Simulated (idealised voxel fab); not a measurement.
process module | voxel gate over fins
cross-section cut | 260 nm wide | cells 5 nm
A cross-section is a grid of square cells, given in bands from the top down. A band is one or more rows of cells.
Each band's line starts with the height of the band's top and of its bottom, in nm. Then come its materials from left to right, each with its width in nm. One material with "throughout" fills the band from edge to edge. "air" is empty space.
Height 0 is the level under which the wafer as received is all one material. The lowest band goes on downwards, as in "0 down".
A width such as "30 to 40" changes by the same amount from each row of cells to the next, from the band's top row to its bottom row.
"no change" after a step means that no cell of the cross-section changed.
closed voids: empty space of 8 cells or more with no open way to the top, each as width x height at its distance from the left edge, in nm
after a step's settings: what the simulator itself notes on the step
overlay nm, on a step with a mask: how far to the right of its planned place the mask lay; to the left if negative
plan
1 op RECEIVE | material Si
2 op CONFORMAL_DEP | material SiN | thk nm 10
3 op MASKED_ETCH | tone cover | mask id FINS | width nm 15 | pitch nm 45 | etch materials SiN | depth nm 10 | overlay nm 0
4 op MASKED_ETCH | tone cover | mask id FINS | width nm 15 | pitch nm 45 | etch materials Si | depth nm 35 | overlay nm 0
5 op OXIDIZE | depth nm 5
6 op FILL_DEP | material SiO2 | thk nm 15
7 op CMP | height nm 10
8 op SELECTIVE_ETCH | etch materials SiO2 | depth nm 20
9 op STRIP | etch materials SiN
10 op CONFORMAL_DEP | material HfO2 | thk nm 5
11 op CONFORMAL_DEP | material TiN | thk nm 5
12 op CONFORMAL_DEP | material TiAl | thk nm 5
13 op CONFORMAL_DEP | material TiN | thk nm 5
14 op FILL_DEP | material W | thk nm 15
15 op CMP | height nm 30
16 op CONFORMAL_DEP | material SiN | thk nm 10
first wafer, as planned
as received, after step 1
  0 down: Si throughout
  closed voids: none
after step 2
  10 to 0: SiN throughout
  below 0: unchanged
after step 3
  10 to 0: air 75 | SiN 15 | air 30 | SiN 15 | air 30 | SiN 15 | air 80
  below 0: unchanged
after step 4
  10 to 0: air 75 | SiN 15 | air 30 | SiN 15 | air 30 | SiN 15 | air 80
  0 to -35: air 75 | Si 15 | air 30 | Si 15 | air 30 | Si 15 | air 80
  below -35: unchanged
after step 5
  10 to 0: air 75 | SiN 15 | air 30 | SiN 15 | air 30 | SiN 15 | air 80
  0 to -35: air 75 | SiO2 5 | Si 5 | SiO2 5 | air 30 | SiO2 5 | Si 5 | SiO2 5 | air 30 | SiO2 5 | Si 5 | SiO2 5 | air 80
  -35 to -40: SiO2 80 | Si 5 | SiO2 40 | Si 5 | SiO2 40 | Si 5 | SiO2 85
  below -40: unchanged
after step 6
  25 to 10: SiO2 throughout
  10 to 0: SiO2 75 | SiN 15 | SiO2 30 | SiN 15 | SiO2 30 | SiN 15 | SiO2 80
  0 to -40: SiO2 80 | Si 5 | SiO2 40 | Si 5 | SiO2 40 | Si 5 | SiO2 85
  below -40: unchanged
after step 7
  10 to 0: SiO2 75 | SiN 15 | SiO2 30 | SiN 15 | SiO2 30 | SiN 15 | SiO2 80
  below 0: unchanged
after step 8
  10 to 0: air 75 | SiN 15 | air 30 | SiN 15 | air 30 | SiN 15 | air 80
  0 to -10: air 80 | Si 5 | air 40 | Si 5 | air 40 | Si 5 | air 85
  below -10: unchanged
after step 9
  0 to -10: air 80 | Si 5 | air 40 | Si 5 | air 40 | Si 5 | air 85
  below -10: unchanged
after step 10
  5 to 0: air 75 | HfO2 15 | air 30 | HfO2 15 | air 30 | HfO2 15 | air 80
  0 to -5: air 75 | HfO2 5 | Si 5 | HfO2 5 | air 30 | HfO2 5 | Si 5 | HfO2 5 | air 30 | HfO2 5 | Si 5 | HfO2 5 | air 80
  -5 to -10: HfO2 80 | Si 5 | HfO2 40 | Si 5 | HfO2 40 | Si 5 | HfO2 85
  below -10: unchanged
after step 11
  10 to 5: air 70 | TiN 25 | air 20 | TiN 25 | air 20 | TiN 25 | air 75
  5 to 0: air 70 | TiN 5 | HfO2 15 | TiN 5 | air 20 | TiN 5 | HfO2 15 | TiN 5 | air 20 | TiN 5 | HfO2 15 | TiN 5 | air 75
  0 to -5: TiN 75 | HfO2 5 | Si 5 | HfO2 5 | TiN 30 | HfO2 5 | Si 5 | HfO2 5 | TiN 30 | HfO2 5 | Si 5 | HfO2 5 | TiN 80
  below -5: unchanged
after step 12
  15 to 10: air 65 | TiAl 35 | air 10 | TiAl 35 | air 10 | TiAl 35 | air 70
  10 to 5: air 65 | TiAl 5 | TiN 25 | TiAl 5 | air 10 | TiAl 5 | TiN 25 | TiAl 5 | air 10 | TiAl 5 | TiN 25 | TiAl 5 | air 70
  5 to 0: TiAl 70 | TiN 5 | HfO2 15 | TiN 5 | TiAl 20 | TiN 5 | HfO2 15 | TiN 5 | TiAl 20 | TiN 5 | HfO2 15 | TiN 5 | TiAl 75
  below 0: unchanged
after step 13
  20 to 15: air 60 | TiN 135 | air 65
  15 to 10: air 60 | TiN 5 | TiAl 35 | TiN 10 | TiAl 35 | TiN 10 | TiAl 35 | TiN 5 | air 65
  10 to 5: TiN 65 | TiAl 5 | TiN 25 | TiAl 5 | TiN 10 | TiAl 5 | TiN 25 | TiAl 5 | TiN 10 | TiAl 5 | TiN 25 | TiAl 5 | TiN 70
  below 5: unchanged
after step 14
  35 to 20: W throughout
  20 to 15: W 60 | TiN 135 | W 65
  15 to 10: W 60 | TiN 5 | TiAl 35 | TiN 10 | TiAl 35 | TiN 10 | TiAl 35 | TiN 5 | W 65
  below 10: unchanged
after step 15
  30 to 20: W throughout
  below 20: unchanged
after step 16
  40 to 30: SiN throughout
  below 30: unchanged
second wafer: like start, like plan, one mistake. Through step 2 it matches the first wafer
when step 3 should have ended
  10 to 0: SiN 75 | air 15 | SiN 30 | air 15 | SiN 30 | air 15 | SiN 80
  below 0: unchanged
when step 4 should have ended: no change
when step 5 should have ended
  10 to 0: SiN 75 | air 15 | SiN 30 | air 15 | SiN 30 | air 15 | SiN 80
  0 to -5: Si 70 | SiO2 25 | Si 20 | SiO2 25 | Si 20 | SiO2 25 | Si 75
  below -5: unchanged
when step 6 should have ended
  25 to 10: SiO2 throughout
  10 to 0: SiN 75 | SiO2 15 | SiN 30 | SiO2 15 | SiN 30 | SiO2 15 | SiN 80
  below 0: unchanged
when step 7 should have ended
  10 to 0: SiN 75 | SiO2 15 | SiN 30 | SiO2 15 | SiN 30 | SiO2 15 | SiN 80
  below 0: unchanged
when step 8 should have ended
  10 to 0: SiN 75 | air 15 | SiN 30 | air 15 | SiN 30 | air 15 | SiN 80
  0 to -5: Si 70 | air 25 | Si 20 | air 25 | Si 20 | air 25 | Si 75
  below -5: unchanged
when step 9 should have ended
  0 to -5: Si 70 | air 25 | Si 20 | air 25 | Si 20 | air 25 | Si 75
  below -5: unchanged
when step 10 should have ended
  5 to 0: HfO2 75 | air 15 | HfO2 30 | air 15 | HfO2 30 | air 15 | HfO2 80
  0 to -5: Si 70 | HfO2 25 | Si 20 | HfO2 25 | Si 20 | HfO2 25 | Si 75
  below -5: unchanged
when step 11 should have ended
  10 to 5: TiN 80 | air 5 | TiN 40 | air 5 | TiN 40 | air 5 | TiN 85
  5 to 0: HfO2 75 | TiN 15 | HfO2 30 | TiN 15 | HfO2 30 | TiN 15 | HfO2 80
  below 0: unchanged
when step 12 should have ended
  15 to 10: TiAl throughout
  10 to 5: TiN 80 | TiAl 5 | TiN 40 | TiAl 5 | TiN 40 | TiAl 5 | TiN 85
  below 5: unchanged
when step 13 should have ended
  20 to 15: TiN throughout
  below 15: unchanged
when step 14 should have ended
  35 to 20: W throughout
  below 20: unchanged
when step 15 should have ended
  30 to 20: W throughout
  below 20: unchanged
when step 16 should have ended
  40 to 30: SiN throughout
  below 30: unchanged
what went wrong: step 3 ran as: op MASKED_ETCH | tone open | mask id FINS | width nm 15 | pitch nm 45 | etch materials SiN | depth nm 10 | overlay nm 0
at the end the second wafer has, in cells: 6 fewer of HfO2 | 377 more of Si | 294 fewer of SiO2 | 9 fewer of TiAl | 18 fewer of TiN | 50 fewer of W
